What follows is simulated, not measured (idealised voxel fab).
Name of the process module below: voxel self aligned contacts
Cross-section cut: width 145 nm, square cells of 5 nm.
A cross-section in this document is a grid of square cells, and it is written down as bands, the top band listed before the ones below it; a band is made up of one or more rows of cells. For a band, the entry starts with two heights in nm, that of the top and then that of the bottom, and carries on with the band's materials in order from left to right, each alongside its width in nm; the word "throughout" beside a single material means it fills the band edge to edge, and "empty" means empty space. All heights in this document are referenced to 0, defined as the level beneath which the wafer, as received, consists entirely of one material. The lowest band is not bounded below; it extends indefinitely downward and is written in the form "z 0 and below". The width entry "30 to 40" should be interpreted row by row: the top row of cells in the band takes the first number, the bottom row takes the second number, and the change between adjacent rows is uniform throughout. For the purposes of this document, the phrase "nothing got changed" attached to a step denotes that no cell within the cross-section was modified by that step. What "Voids lacking openings" gives you is every empty space of 8 cells or more that is cut off from the top. Each appears as width x height at distance, with the distance taken from the left edge and width, height and distance all in nm. Anything after a step's settings on that line? It's the simulator's own note about the step. If you see "overlay nm" on a step's line and that step has a mask, it's telling you how far right of where it was planned the mask ended up; a negative number means it went left instead. Below you will find pairs of cross-sections. In each, one shows the wafer before one process step and the other after it, with the after view ending at the lowest band that changed. Under each pair is the step separating them, along with its settings. Do not assume the pairs form a chain: they can come from different runs of this module on the same starting wafer, and a pair continues from the pair above it only when its "State before step" entry says so.

# State before step
  z 60 to 55 = 50 nm TiN, then 40 nm empty, then 55 nm TiN
  z 55 to 45 = 45 nm SiO2, then 5 to 20 nm TiN, then 40 to 10 nm empty, then 5 to 20 nm TiN, then 50 nm SiO2
  z 45 to 20 = 5 nm SiO2, then 55 nm SiN, then 5 nm TiN, then 10 nm empty, then 5 nm TiN, then 55 nm SiN, then 10 nm SiO2
  z 20 to 15 = 60 nm SiO2, then 20 nm TiN, then 65 nm SiO2
  z 15 to 0 = polySi throughout
  z 0 and below = Si throughout
  Voids lacking openings: none

# Cut View, Post-Step
  z 65 to 60 = Ru throughout
  z 60 to 55 = 50 nm TiN, then 40 nm Ru, then 55 nm TiN
  z 55 to 45 = 45 nm SiO2, then 5 to 20 nm TiN, then 40 to 10 nm Ru, then 5 to 20 nm TiN, then 50 nm SiO2
  z 45 to 20 = 5 nm SiO2, then 55 nm SiN, then 5 nm TiN, then 10 nm Ru, then 5 nm TiN, then 55 nm SiN, then 10 nm SiO2
  Beneath the level 20, the cross-section is identical to its previous state.
  Voids lacking openings: none
To go from the before cross-section above to the after cross-section, apply FILL_DEP [material Ru] [thk nm 5]

State before step: carried over from the after image of the pair right above.

# Cut View, Post-Step
  z 55 to 45 = 45 nm SiO2, then 5 to 20 nm TiN, then 40 to 10 nm Ru, then 5 to 20 nm TiN, then 50 nm SiO2
  Beneath the level 45, the cross-section is identical to its previous state.
  Voids lacking openings: none
To go from the before cross-section above to the after cross-section, apply CMP [height nm 55]

State before step: carried over from the after image of the pair right above.

# Cut View, Post-Step
  z 60 to 55 = SiCN throughout
  Beneath the level 55, the cross-section is identical to its previous state.
  Voids lacking openings: none
To go from the before cross-section above to the after cross-section, apply CONFORMAL_DEP [material SiCN] [thk nm 5]

# State before step
  z 0 and below = Si throughout
  Voids lacking openings: none

# Cut View, Post-Step
  z 0 to -10 = SiO2 throughout
  Beneath the level -10, the cross-section is identical to its previous state.
  Voids lacking openings: none
To go from the before cross-section above to the after cross-section, apply OXIDIZE [depth nm 10]

State before step: carried over from the after image of the pair right above.

# Cut View, Post-Step
  z 20 to 0 = polySi throughout
  Beneath the level 0, the cross-section is identical to its previous state.
  Voids lacking openings: none
To go from the before cross-section above to the after cross-section, apply DIRECTIONAL_DEP [material polySi] [thk nm 20]

State before step: carried over from the after image of the pair right above.

# Cut View, Post-Step
  z 45 to 20 = SiN throughout
  Beneath the level 20, the cross-section is identical to its previous state.
  Voids lacking openings: none
To go from the before cross-section above to the after cross-section, apply DIRECTIONAL_DEP [material SiN] [thk nm 25]

State before step: carried over from the after image of the pair right above.

# Cut View, Post-Step
  z 55 to 45 = aC throughout
  Beneath the level 45, the cross-section is identical to its previous state.
  Voids lacking openings: none
To go from the before cross-section above to the after cross-section, apply DIRECTIONAL_DEP [material aC] [thk nm 10]

State before step: carried over from the after image of the pair right above.

# Cut View, Post-Step
  z 80 to 55 = 15 nm empty, then 35 nm resist, then 40 nm empty, then 35 nm resist, then 20 nm empty
  Beneath the level 55, the cross-section is identical to its previous state.
  Voids lacking openings: none
To go from the before cross-section above to the after cross-section, apply PATTERN [tone cover] [mask id GATE] [material resist] [width nm 35] [pitch nm 75] [thk nm 25] [overlay nm 0]

State before step: carried over from the after image of the pair right above.

# Cut View, Post-Step
  z 70 to 55 = 15 nm empty, then 35 nm resist, then 40 nm empty, then 35 nm resist, then 20 nm empty
  z 55 to 45 = 15 nm empty, then 35 nm aC, then 40 nm empty, then 35 nm aC, then 20 nm empty
  Beneath the level 45, the cross-section is identical to its previous state.
  Voids lacking openings: none
To go from the before cross-section above to the after cross-section, apply DIRECTIONAL_ETCH [etch materials aC] [depth nm 10]

State before step: carried over from the after image of the pair right above.

# Cut View, Post-Step
  z 55 to 45 = 15 nm empty, then 35 nm aC, then 40 nm empty, then 35 nm aC, then 20 nm empty
  Beneath the level 45, the cross-section is identical to its previous state.
  Voids lacking openings: none
To go from the before cross-section above to the after cross-section, apply STRIP [etch materials resist]

State before step: carried over from the after image of the pair right above.

# Cut View, Post-Step
  z 55 to 45 = 15 nm empty, then 35 nm aC, then 40 nm empty, then 35 nm aC, then 20 nm empty
  z 45 to 20 = 15 nm empty, then 35 nm SiN, then 40 nm empty, then 35 nm SiN, then 20 nm empty
  Beneath the level 20, the cross-section is identical to its previous state.
  Voids lacking openings: none
To go from the before cross-section above to the after cross-section, apply DIRECTIONAL_ETCH [etch materials SiN] [depth nm 25]

State before step: carried over from the after image of the pair right above.

# Cut View, Post-Step
  z 55 to 45 = 15 nm empty, then 35 nm aC, then 40 nm empty, then 35 nm aC, then 20 nm empty
  z 45 to 20 = 15 nm empty, then 35 nm SiN, then 40 nm empty, then 35 nm SiN, then 20 nm empty
  z 20 to 0 = 15 nm empty, then 35 nm polySi, then 40 nm empty, then 35 nm polySi, then 20 nm empty
  Beneath the level 0, the cross-section is identical to its previous state.
  Voids lacking openings: none
To go from the before cross-section above to the after cross-section, apply DIRECTIONAL_ETCH [etch materials polySi] [depth nm 20]

State before step: carried over from the after image of the pair right above.

# Cut View, Post-Step
  z 45 to 20 = 15 nm empty, then 35 nm SiN, then 40 nm empty, then 35 nm SiN, then 20 nm empty
  Beneath the level 20, the cross-section is identical to its previous state.
  Voids lacking openings: none
To go from the before cross-section above to the after cross-section, apply STRIP [etch materials aC]

State before step: carried over from the after image of the pair right above.

# Cut View, Post-Step
  z 55 to 20 = 5 nm empty, then 55 nm SiN, then 20 nm empty, then 55 nm SiN, then 10 nm empty
  z 20 to 10 = 5 nm empty, then 10 nm SiN, then 35 nm polySi, then 10 nm SiN, then 20 nm empty, then 10 nm SiN, then 35 nm polySi, then 10 nm SiN, then 10 nm empty
  z 10 to 0 = 15 nm SiN, then 35 nm polySi, then 40 nm SiN, then 35 nm polySi, then 20 nm SiN
  Beneath the level 0, the cross-section is identical to its previous state.
  Voids lacking openings: none
To go from the before cross-section above to the after cross-section, apply CONFORMAL_DEP [material SiN] [thk nm 10]

State before step: carried over from the after image of the pair right above.

# Cut View, Post-Step
  z 45 to 20 = 5 nm empty, then 55 nm SiN, then 20 nm empty, then 55 nm SiN, then 10 nm empty
  z 20 to 0 = 5 nm empty, then 10 nm SiN, then 35 nm polySi, then 10 nm SiN, then 20 nm empty, then 10 nm SiN, then 35 nm polySi, then 10 nm SiN, then 10 nm empty
  Beneath the level 0, the cross-section is identical to its previous state.
  Voids lacking openings: none
To go from the before cross-section above to the after cross-section, apply DIRECTIONAL_ETCH [etch materials SiN] [depth nm 10]

State before step: carried over from the after image of the pair right above.

# Cut View, Post-Step
  z 60 to 45 = SiO2 throughout
  z 45 to 20 = 5 nm SiO2, then 55 nm SiN, then 20 nm SiO2, then 55 nm SiN, then 10 nm SiO2
  z 20 to 0 = 5 nm SiO2, then 10 nm SiN, then 35 nm polySi, then 10 nm SiN, then 20 nm SiO2, then 10 nm SiN, then 35 nm polySi, then 10 nm SiN, then 10 nm SiO2
  Beneath the level 0, the cross-section is identical to its previous state.
  Voids lacking openings: none
To go from the before cross-section above to the after cross-section, apply FILL_DEP [material SiO2] [thk nm 15]

State before step: carried over from the after image of the pair right above.

# Cut View, Post-Step
  z 55 to 45 = SiO2 throughout
  Beneath the level 45, the cross-section is identical to its previous state.
  Voids lacking openings: none
To go from the before cross-section above to the after cross-section, apply CMP [height nm 55]

State before step: carried over from the after image of the pair right above.

# Cut View, Post-Step
  z 55 to 45 = 45 nm SiO2, then 50 nm empty, then 50 nm SiO2
  z 45 to 20 = 5 nm SiO2, then 55 nm SiN, then 20 nm empty, then 55 nm SiN, then 10 nm SiO2
  z 20 to 0 = 5 nm SiO2, then 10 nm SiN, then 35 nm polySi, then 10 nm SiN, then 20 nm empty, then 10 nm SiN, then 35 nm polySi, then 10 nm SiN, then 10 nm SiO2
  z 0 to -5 = 60 nm SiO2, then 20 nm empty, then 65 nm SiO2
  Beneath the level -5, the cross-section is identical to its previous state.
  Voids lacking openings: none
To go from the before cross-section above to the after cross-section, apply MASKED_ETCH [tone open] [mask id CONTACT] [width nm 50] [etch materials SiO2] [depth nm 60] [overlay nm 0]

State before step: carried over from the after image of the pair right above.

# Cut View, Post-Step
  z 60 to 55 = 50 nm TiN, then 40 nm empty, then 55 nm TiN
  z 55 to 45 = 45 nm SiO2, then 5 to 20 nm TiN, then 40 to 10 nm empty, then 5 to 20 nm TiN, then 50 nm SiO2
  z 45 to 20 = 5 nm SiO2, then 55 nm SiN, then 5 nm TiN, then 10 nm empty, then 5 nm TiN, then 55 nm SiN, then 10 nm SiO2
  z 20 to 0 = 5 nm SiO2, then 10 nm SiN, then 35 nm polySi, then 10 nm SiN, then 5 nm TiN, then 10 nm empty, then 5 nm TiN, then 10 nm SiN, then 35 nm polySi, then 10 nm SiN, then 10 nm SiO2
  z 0 to -5 = 60 nm SiO2, then 20 nm TiN, then 65 nm SiO2
  Beneath the level -5, the cross-section is identical to its previous state.
  Voids lacking openings: none
To go from the before cross-section above to the after cross-section, apply CONFORMAL_DEP [material TiN] [thk nm 5]

State before step: carried over from the after image of the pair right above.

# Cut View, Post-Step
  z 65 to 60 = Ru throughout
  z 60 to 55 = 50 nm TiN, then 40 nm Ru, then 55 nm TiN
  z 55 to 45 = 45 nm SiO2, then 5 to 20 nm TiN, then 40 to 10 nm Ru, then 5 to 20 nm TiN, then 50 nm SiO2
  z 45 to 20 = 5 nm SiO2, then 55 nm SiN, then 5 nm TiN, then 10 nm Ru, then 5 nm TiN, then 55 nm SiN, then 10 nm SiO2
  z 20 to 0 = 5 nm SiO2, then 10 nm SiN, then 35 nm polySi, then 10 nm SiN, then 5 nm TiN, then 10 nm Ru, then 5 nm TiN, then 10 nm SiN, then 35 nm polySi, then 10 nm SiN, then 10 nm SiO2
  Beneath the level 0, the cross-section is identical to its previous state.
  Voids lacking openings: none
To go from the before cross-section above to the after cross-section, apply FILL_DEP [material Ru] [thk nm 5]

State before step: carried over from the after image of the pair right above.

# Cut View, Post-Step
  z 55 to 45 = 45 nm SiO2, then 5 to 20 nm TiN, then 40 to 10 nm Ru, then 5 to 20 nm TiN, then 50 nm SiO2
  Beneath the level 45, the cross-section is identical to its previous state.
  Voids lacking openings: none
To go from the before cross-section above to the after cross-section, apply CMP [height nm 55]

State before step: carried over from the after image of the pair right above.

# Cut View, Post-Step
  z 60 to 55 = SiCN throughout
  Beneath the level 55, the cross-section is identical to its previous state.
  Voids lacking openings: none
To go from the before cross-section above to the after cross-section, apply CONFORMAL_DEP [material SiCN] [thk nm 5]

# State before step
  z 55 to 45 = SiO2 throughout
  z 45 to 20 = 5 nm SiO2, then 55 nm SiN, then 20 nm SiO2, then 55 nm SiN, then 10 nm SiO2
  z 20 to 0 = 5 nm SiO2, then 10 nm SiN, then 35 nm polySi, then 10 nm SiN, then 20 nm SiO2, then 10 nm SiN, then 35 nm polySi, then 10 nm SiN, then 10 nm SiO2
  z 0 to -5 = SiO2 throughout
  z -5 and below = Si throughout
  Voids lacking openings: none

# Cut View, Post-Step
  z 55 to 45 = 40 nm SiO2, then 60 nm empty, then 45 nm SiO2
  z 45 to 20 = 5 nm SiO2, then 55 nm SiN, then 20 nm empty, then 55 nm SiN, then 10 nm SiO2
  z 20 to 0 = 5 nm SiO2, then 10 nm SiN, then 35 nm polySi, then 10 nm SiN, then 20 nm empty, then 10 nm SiN, then 35 nm polySi, then 10 nm SiN, then 10 nm SiO2
  z 0 to -5 = 60 nm SiO2, then 20 nm empty, then 65 nm SiO2
  Beneath the level -5, the cross-section is identical to its previous state.
  Voids lacking openings: none
To go from the before cross-section above to the after cross-section, apply MASKED_ETCH [tone open] [mask id CONTACT] [width nm 60] [etch materials SiO2] [depth nm 60] [overlay nm 0]

State before step: carried over from the after image of the pair right above.

# Cut View, Post-Step
  z 60 to 55 = 45 nm TiN, then 50 nm empty, then 50 nm TiN
  z 55 to 45 = 40 nm SiO2, then 5 to 25 nm TiN, then 50 to 10 nm empty, then 5 to 25 nm TiN, then 45 nm SiO2
  z 45 to 20 = 5 nm SiO2, then 55 nm SiN, then 5 nm TiN, then 10 nm empty, then 5 nm TiN, then 55 nm SiN, then 10 nm SiO2
  z 20 to 0 = 5 nm SiO2, then 10 nm SiN, then 35 nm polySi, then 10 nm SiN, then 5 nm TiN, then 10 nm empty, then 5 nm TiN, then 10 nm SiN, then 35 nm polySi, then 10 nm SiN, then 10 nm SiO2
  z 0 to -5 = 60 nm SiO2, then 20 nm TiN, then 65 nm SiO2
  Beneath the level -5, the cross-section is identical to its previous state.
  Voids lacking openings: none
To go from the before cross-section above to the after cross-section, apply CONFORMAL_DEP [material TiN] [thk nm 5]

State before step: carried over from the after image of the pair right above.

# Cut View, Post-Step
  z 65 to 60 = Ru throughout
  z 60 to 55 = 45 nm TiN, then 50 nm Ru, then 50 nm TiN
  z 55 to 45 = 40 nm SiO2, then 5 to 25 nm TiN, then 50 to 10 nm Ru, then 5 to 25 nm TiN, then 45 nm SiO2
  z 45 to 20 = 5 nm SiO2, then 55 nm SiN, then 5 nm TiN, then 10 nm Ru, then 5 nm TiN, then 55 nm SiN, then 10 nm SiO2
  z 20 to 0 = 5 nm SiO2, then 10 nm SiN, then 35 nm polySi, then 10 nm SiN, then 5 nm TiN, then 10 nm Ru, then 5 nm TiN, then 10 nm SiN, then 35 nm polySi, then 10 nm SiN, then 10 nm SiO2
  Beneath the level 0, the cross-section is identical to its previous state.
  Voids lacking openings: none
To go from the before cross-section above to the after cross-section, apply FILL_DEP [material Ru] [thk nm 5]

State before step: carried over from the after image of the pair right above.

# Cut View, Post-Step
  z 55 to 45 = 40 nm SiO2, then 5 to 25 nm TiN, then 50 to 10 nm Ru, then 5 to 25 nm TiN, then 45 nm SiO2
  Beneath the level 45, the cross-section is identical to its previous state.
  Voids lacking openings: none
To go from the before cross-section above to the after cross-section, apply CMP [height nm 55]

State before step: carried over from the after image of the pair right above.

# Cut View, Post-Step
  z 60 to 55 = SiCN throughout
  Beneath the level 55, the cross-section is identical to its previous state.
  Voids lacking openings: none
To go from the before cross-section above to the after cross-section, apply CONFORMAL_DEP [material SiCN] [thk nm 5]

# State before step
  z 55 to 45 = SiO2 throughout
  z 45 to 20 = 5 nm SiO2, then 55 nm SiN, then 20 nm SiO2, then 55 nm SiN, then 10 nm SiO2
  z 20 to 0 = 5 nm SiO2, then 10 nm SiN, then 35 nm polySi, then 10 nm SiN, then 20 nm SiO2, then 10 nm SiN, then 35 nm polySi, then 10 nm SiN, then 10 nm SiO2
  z 0 to -5 = SiO2 throughout
  z -5 and below = Si throughout
  Voids lacking openings: none

# Cut View, Post-Step
  z 55 to 45 = 40 nm SiO2, then 50 nm empty, then 55 nm SiO2
  z 45 to 20 = 5 nm SiO2, then 55 nm SiN, then 20 nm empty, then 55 nm SiN, then 10 nm SiO2
  z 20 to 0 = 5 nm SiO2, then 10 nm SiN, then 35 nm polySi, then 10 nm SiN, then 20 nm empty, then 10 nm SiN, then 35 nm polySi, then 10 nm SiN, then 10 nm SiO2
  z 0 to -5 = 60 nm SiO2, then 20 nm empty, then 65 nm SiO2
  Beneath the level -5, the cross-section is identical to its previous state.
  Voids lacking openings: none
To go from the before cross-section above to the after cross-section, apply MASKED_ETCH [tone open] [mask id CONTACT] [width nm 50] [etch materials SiO2] [depth nm 60] [overlay nm -5]

State before step: carried over from the after image of the pair right above.

# Cut View, Post-Step
  z 60 to 55 = 45 nm TiN, then 40 nm empty, then 60 nm TiN
  z 55 to 45 = 40 nm SiO2, then 5 to 25 nm TiN, then 40 to 10 nm empty, then 5 to 15 nm TiN, then 55 nm SiO2
  z 45 to 20 = 5 nm SiO2, then 55 nm SiN, then 5 nm TiN, then 10 nm empty, then 5 nm TiN, then 55 nm SiN, then 10 nm SiO2
  z 20 to 0 = 5 nm SiO2, then 10 nm SiN, then 35 nm polySi, then 10 nm SiN, then 5 nm TiN, then 10 nm empty, then 5 nm TiN, then 10 nm SiN, then 35 nm polySi, then 10 nm SiN, then 10 nm SiO2
  z 0 to -5 = 60 nm SiO2, then 20 nm TiN, then 65 nm SiO2
  Beneath the level -5, the cross-section is identical to its previous state.
  Voids lacking openings: none
To go from the before cross-section above to the after cross-section, apply CONFORMAL_DEP [material TiN] [thk nm 5]

State before step: carried over from the after image of the pair right above.

# Cut View, Post-Step
  z 65 to 60 = Ru throughout
  z 60 to 55 = 45 nm TiN, then 40 nm Ru, then 60 nm TiN
  z 55 to 45 = 40 nm SiO2, then 5 to 25 nm TiN, then 40 to 10 nm Ru, then 5 to 15 nm TiN, then 55 nm SiO2
  z 45 to 20 = 5 nm SiO2, then 55 nm SiN, then 5 nm TiN, then 10 nm Ru, then 5 nm TiN, then 55 nm SiN, then 10 nm SiO2
  z 20 to 0 = 5 nm SiO2, then 10 nm SiN, then 35 nm polySi, then 10 nm SiN, then 5 nm TiN, then 10 nm Ru, then 5 nm TiN, then 10 nm SiN, then 35 nm polySi, then 10 nm SiN, then 10 nm SiO2
  Beneath the level 0, the cross-section is identical to its previous state.
  Voids lacking openings: none
To go from the before cross-section above to the after cross-section, apply FILL_DEP [material Ru] [thk nm 5]

State before step: carried over from the after image of the pair right above.

# Cut View, Post-Step
  z 55 to 45 = 40 nm SiO2, then 5 to 25 nm TiN, then 40 to 10 nm Ru, then 5 to 15 nm TiN, then 55 nm SiO2
  Beneath the level 45, the cross-section is identical to its previous state.
  Voids lacking openings: none
To go from the before cross-section above to the after cross-section, apply CMP [height nm 55]

State before step: carried over from the after image of the pair right above.

# Cut View, Post-Step
  z 60 to 55 = SiCN throughout
  Beneath the level 55, the cross-section is identical to its previous state.
  Voids lacking openings: none
To go from the before cross-section above to the after cross-section, apply CONFORMAL_DEP [material SiCN] [thk nm 5]

# State before step
  z 20 to 0 = polySi throughout
  z 0 to -5 = SiO2 throughout
  z -5 and below = Si throughout
  Voids lacking openings: none

# Cut View, Post-Step
  z 45 to 20 = Ru throughout
  Beneath the level 20, the cross-section is identical to its previous state.
  Voids lacking openings: none
To go from the before cross-section above to the after cross-section, apply DIRECTIONAL_DEP [material Ru] [thk nm 25]

State before step: carried over from the after image of the pair right above.

# Cut View, Post-Step
  z 55 to 45 = aC throughout
  Beneath the level 45, the cross-section is identical to its previous state.
  Voids lacking openings: none
To go from the before cross-section above to the after cross-section, apply DIRECTIONAL_DEP [material aC] [thk nm 10]

State before step: carried over from the after image of the pair right above.

# Cut View, Post-Step
  z 80 to 55 = 15 nm empty, then 35 nm resist, then 40 nm empty, then 35 nm resist, then 20 nm empty
  Beneath the level 55, the cross-section is identical to its previous state.
  Voids lacking openings: none
To go from the before cross-section above to the after cross-section, apply PATTERN [tone cover] [mask id GATE] [material resist] [width nm 35] [pitch nm 75] [thk nm 25] [overlay nm 0]

State before step: carried over from the after image of the pair right above.

# Cut View, Post-Step
  z 70 to 55 = 15 nm empty, then 35 nm resist, then 40 nm empty, then 35 nm resist, then 20 nm empty
  z 55 to 45 = 15 nm empty, then 35 nm aC, then 40 nm empty, then 35 nm aC, then 20 nm empty
  Beneath the level 45, the cross-section is identical to its previous state.
  Voids lacking openings: none
To go from the before cross-section above to the after cross-section, apply DIRECTIONAL_ETCH [etch materials aC] [depth nm 10]

State before step: carried over from the after image of the pair right above.

# Cut View, Post-Step
  z 55 to 45 = 15 nm empty, then 35 nm aC, then 40 nm empty, then 35 nm aC, then 20 nm empty
  Beneath the level 45, the cross-section is identical to its previous state.
  Voids lacking openings: none
To go from the before cross-section above to the after cross-section, apply STRIP [etch materials resist]

State before step: carried over from the after image of the pair right above.

# Cut View, Post-Step
  z 45 to 20 = Ru throughout
  Beneath the level 20, the cross-section is identical to its previous state.
  Voids lacking openings: none
To go from the before cross-section above to the after cross-section, apply STRIP [etch materials aC]

State before step: carried over from the after image of the pair right above.

# Cut View, Post-Step
  z 55 to 45 = SiN throughout
  Beneath the level 45, the cross-section is identical to its previous state.
  Voids lacking openings: none
To go from the before cross-section above to the after cross-section, apply CONFORMAL_DEP [material SiN] [thk nm 10]

State before step: carried over from the after image of the pair right above.

# Cut View, Post-Step
  z 45 to 20 = Ru throughout
  Beneath the level 20, the cross-section is identical to its previous state.
  Voids lacking openings: none
To go from the before cross-section above to the after cross-section, apply DIRECTIONAL_ETCH [etch materials SiN] [depth nm 10]

State before step: carried over from the after image of the pair right above.

# Cut View, Post-Step
  z 60 to 45 = SiO2 throughout
  Beneath the level 45, the cross-section is identical to its previous state.
  Voids lacking openings: none
To go from the before cross-section above to the after cross-section, apply FILL_DEP [material SiO2] [thk nm 15]

State before step: carried over from the after image of the pair right above.

# Cut View, Post-Step
  z 55 to 45 = SiO2 throughout
  Beneath the level 45, the cross-section is identical to its previous state.
  Voids lacking openings: none
To go from the before cross-section above to the after cross-section, apply CMP [height nm 55]

State before step: carried over from the after image of the pair right above.

# Cut View, Post-Step
  z 55 to 45 = 45 nm SiO2, then 50 nm empty, then 50 nm SiO2
  Beneath the level 45, the cross-section is identical to its previous state.
  Voids lacking openings: none
To go from the before cross-section above to the after cross-section, apply MASKED_ETCH [tone open] [mask id CONTACT] [width nm 50] [etch materials SiO2] [depth nm 60] [overlay nm 0]

State before step: carried over from the after image of the pair right above.

# Cut View, Post-Step
  z 60 to 55 = 50 nm TiN, then 40 nm empty, then 55 nm TiN
  z 55 to 50 = 45 nm SiO2, then 5 nm TiN, then 40 nm empty, then 5 nm TiN, then 50 nm SiO2
  z 50 to 45 = 45 nm SiO2, then 50 nm TiN, then 50 nm SiO2
  Beneath the level 45, the cross-section is identical to its previous state.
  Voids lacking openings: none
To go from the before cross-section above to the after cross-section, apply CONFORMAL_DEP [material TiN] [thk nm 5]

State before step: carried over from the after image of the pair right above.

# Cut View, Post-Step
  z 65 to 60 = Ru throughout
  z 60 to 55 = 50 nm TiN, then 40 nm Ru, then 55 nm TiN
  z 55 to 50 = 45 nm SiO2, then 5 nm TiN, then 40 nm Ru, then 5 nm TiN, then 50 nm SiO2
  Beneath the level 50, the cross-section is identical to its previous state.
  Voids lacking openings: none
To go from the before cross-section above to the after cross-section, apply FILL_DEP [material Ru] [thk nm 5]

State before step: carried over from the after image of the pair right above.

# Cut View, Post-Step
  z 55 to 50 = 45 nm SiO2, then 5 nm TiN, then 40 nm Ru, then 5 nm TiN, then 50 nm SiO2
  Beneath the level 50, the cross-section is identical to its previous state.
  Voids lacking openings: none
To go from the before cross-section above to the after cross-section, apply CMP [height nm 55]

State before step: carried over from the after image of the pair right above.

# Cut View, Post-Step
  z 60 to 55 = SiCN throughout
  Beneath the level 55, the cross-section is identical to its previous state.
  Voids lacking openings: none
To go from the before cross-section above to the after cross-section, apply CONFORMAL_DEP [material SiCN] [thk nm 5]

# State before step
  z 55 to 45 = aC throughout
  z 45 to 20 = SiN throughout
  z 20 to 0 = polySi throughout
  z 0 to -5 = SiO2 throughout
  z -5 and below = Si throughout
  Voids lacking openings: none

# Cut View, Post-Step
  z 80 to 55 = 15 nm resist, then 35 nm empty, then 40 nm resist, then 35 nm empty, then 20 nm resist
  Beneath the level 55, the cross-section is identical to its previous state.
  Voids lacking openings: none
To go from the before cross-section above to the after cross-section, apply PATTERN [tone open] [mask id GATE] [material resist] [width nm 35] [pitch nm 75] [thk nm 25] [overlay nm 0]

State before step: carried over from the after image of the pair right above.

# Cut View, Post-Step
  z 70 to 55 = 15 nm resist, then 35 nm empty, then 40 nm resist, then 35 nm empty, then 20 nm resist
  z 55 to 45 = 15 nm aC, then 35 nm empty, then 40 nm aC, then 35 nm empty, then 20 nm aC
  Beneath the level 45, the cross-section is identical to its previous state.
  Voids lacking openings: none
To go from the before cross-section above to the after cross-section, apply DIRECTIONAL_ETCH [etch materials aC] [depth nm 10]

State before step: carried over from the after image of the pair right above.

# Cut View, Post-Step
  z 55 to 45 = 15 nm aC, then 35 nm empty, then 40 nm aC, then 35 nm empty, then 20 nm aC
  Beneath the level 45, the cross-section is identical to its previous state.
  Voids lacking openings: none
To go from the before cross-section above to the after cross-section, apply STRIP [etch materials resist]

State before step: carried over from the after image of the pair right above.

# Cut View, Post-Step
  z 55 to 45 = 15 nm aC, then 35 nm empty, then 40 nm aC, then 35 nm empty, then 20 nm aC
  z 45 to 20 = 15 nm SiN, then 35 nm empty, then 40 nm SiN, then 35 nm empty, then 20 nm SiN
  Beneath the level 20, the cross-section is identical to its previous state.
  Voids lacking openings: none
To go from the before cross-section above to the after cross-section, apply DIRECTIONAL_ETCH [etch materials SiN] [depth nm 25]

State before step: carried over from the after image of the pair right above.

# Cut View, Post-Step
  z 55 to 45 = 15 nm aC, then 35 nm empty, then 40 nm aC, then 35 nm empty, then 20 nm aC
  z 45 to 20 = 15 nm SiN, then 35 nm empty, then 40 nm SiN, then 35 nm empty, then 20 nm SiN
  z 20 to 0 = 15 nm polySi, then 35 nm empty, then 40 nm polySi, then 35 nm empty, then 20 nm polySi
  Beneath the level 0, the cross-section is identical to its previous state.
  Voids lacking openings: none
To go from the before cross-section above to the after cross-section, apply DIRECTIONAL_ETCH [etch materials polySi] [depth nm 20]

State before step: carried over from the after image of the pair right above.

# Cut View, Post-Step
  z 45 to 20 = 15 nm SiN, then 35 nm empty, then 40 nm SiN, then 35 nm empty, then 20 nm SiN
  Beneath the level 20, the cross-section is identical to its previous state.
  Voids lacking openings: none
To go from the before cross-section above to the after cross-section, apply STRIP [etch materials aC]

State before step: carried over from the after image of the pair right above.

# Cut View, Post-Step
  z 55 to 20 = 25 nm SiN, then 15 nm empty, then 60 nm SiN, then 15 nm empty, then 30 nm SiN
  z 20 to 10 = 15 nm polySi, then 10 nm SiN, then 15 nm empty, then 10 nm SiN, then 40 nm polySi, then 10 nm SiN, then 15 nm empty, then 10 nm SiN, then 20 nm polySi
  z 10 to 0 = 15 nm polySi, then 35 nm SiN, then 40 nm polySi, then 35 nm SiN, then 20 nm polySi
  Beneath the level 0, the cross-section is identical to its previous state.
  Voids lacking openings: none
To go from the before cross-section above to the after cross-section, apply CONFORMAL_DEP [material SiN] [thk nm 10]

State before step: carried over from the after image of the pair right above.

# Cut View, Post-Step
  z 45 to 20 = 25 nm SiN, then 15 nm empty, then 60 nm SiN, then 15 nm empty, then 30 nm SiN
  z 20 to 0 = 15 nm polySi, then 10 nm SiN, then 15 nm empty, then 10 nm SiN, then 40 nm polySi, then 10 nm SiN, then 15 nm empty, then 10 nm SiN, then 20 nm polySi
  Beneath the level 0, the cross-section is identical to its previous state.
  Voids lacking openings: none
To go from the before cross-section above to the after cross-section, apply DIRECTIONAL_ETCH [etch materials SiN] [depth nm 10]

State before step: carried over from the after image of the pair right above.

# Cut View, Post-Step
  z 60 to 45 = SiO2 throughout
  z 45 to 20 = 25 nm SiN, then 15 nm SiO2, then 60 nm SiN, then 15 nm SiO2, then 30 nm SiN
  z 20 to 0 = 15 nm polySi, then 10 nm SiN, then 15 nm SiO2, then 10 nm SiN, then 40 nm polySi, then 10 nm SiN, then 15 nm SiO2, then 10 nm SiN, then 20 nm polySi
  Beneath the level 0, the cross-section is identical to its previous state.
  Voids lacking openings: none
To go from the before cross-section above to the after cross-section, apply FILL_DEP [material SiO2] [thk nm 15]

State before step: carried over from the after image of the pair right above.

# Cut View, Post-Step
  z 55 to 45 = SiO2 throughout
  Beneath the level 45, the cross-section is identical to its previous state.
  Voids lacking openings: none
To go from the before cross-section above to the after cross-section, apply CMP [height nm 55]

State before step: carried over from the after image of the pair right above.

# Cut View, Post-Step
  z 55 to 45 = 45 nm SiO2, then 50 nm empty, then 50 nm SiO2
  Beneath the level 45, the cross-section is identical to its previous state.
  Voids lacking openings: none
To go from the before cross-section above to the after cross-section, apply MASKED_ETCH [tone open] [mask id CONTACT] [width nm 50] [etch materials SiO2] [depth nm 60] [overlay nm 0]

State before step: carried over from the after image of the pair right above.

# Cut View, Post-Step
  z 60 to 55 = 50 nm TiN, then 40 nm empty, then 55 nm TiN
  z 55 to 50 = 45 nm SiO2, then 5 nm TiN, then 40 nm empty, then 5 nm TiN, then 50 nm SiO2
  z 50 to 45 = 45 nm SiO2, then 50 nm TiN, then 50 nm SiO2
  Beneath the level 45, the cross-section is identical to its previous state.
  Voids lacking openings: none
To go from the before cross-section above to the after cross-section, apply CONFORMAL_DEP [material TiN] [thk nm 5]

State before step: carried over from the after image of the pair right above.

# Cut View, Post-Step
  z 65 to 60 = Ru throughout
  z 60 to 55 = 50 nm TiN, then 40 nm Ru, then 55 nm TiN
  z 55 to 50 = 45 nm SiO2, then 5 nm TiN, then 40 nm Ru, then 5 nm TiN, then 50 nm SiO2
  Beneath the level 50, the cross-section is identical to its previous state.
  Voids lacking openings: none
To go from the before cross-section above to the after cross-section, apply FILL_DEP [material Ru] [thk nm 5]

State before step: carried over from the after image of the pair right above.

# Cut View, Post-Step
  z 55 to 50 = 45 nm SiO2, then 5 nm TiN, then 40 nm Ru, then 5 nm TiN, then 50 nm SiO2
  Beneath the level 50, the cross-section is identical to its previous state.
  Voids lacking openings: none
To go from the before cross-section above to the after cross-section, apply CMP [height nm 55]
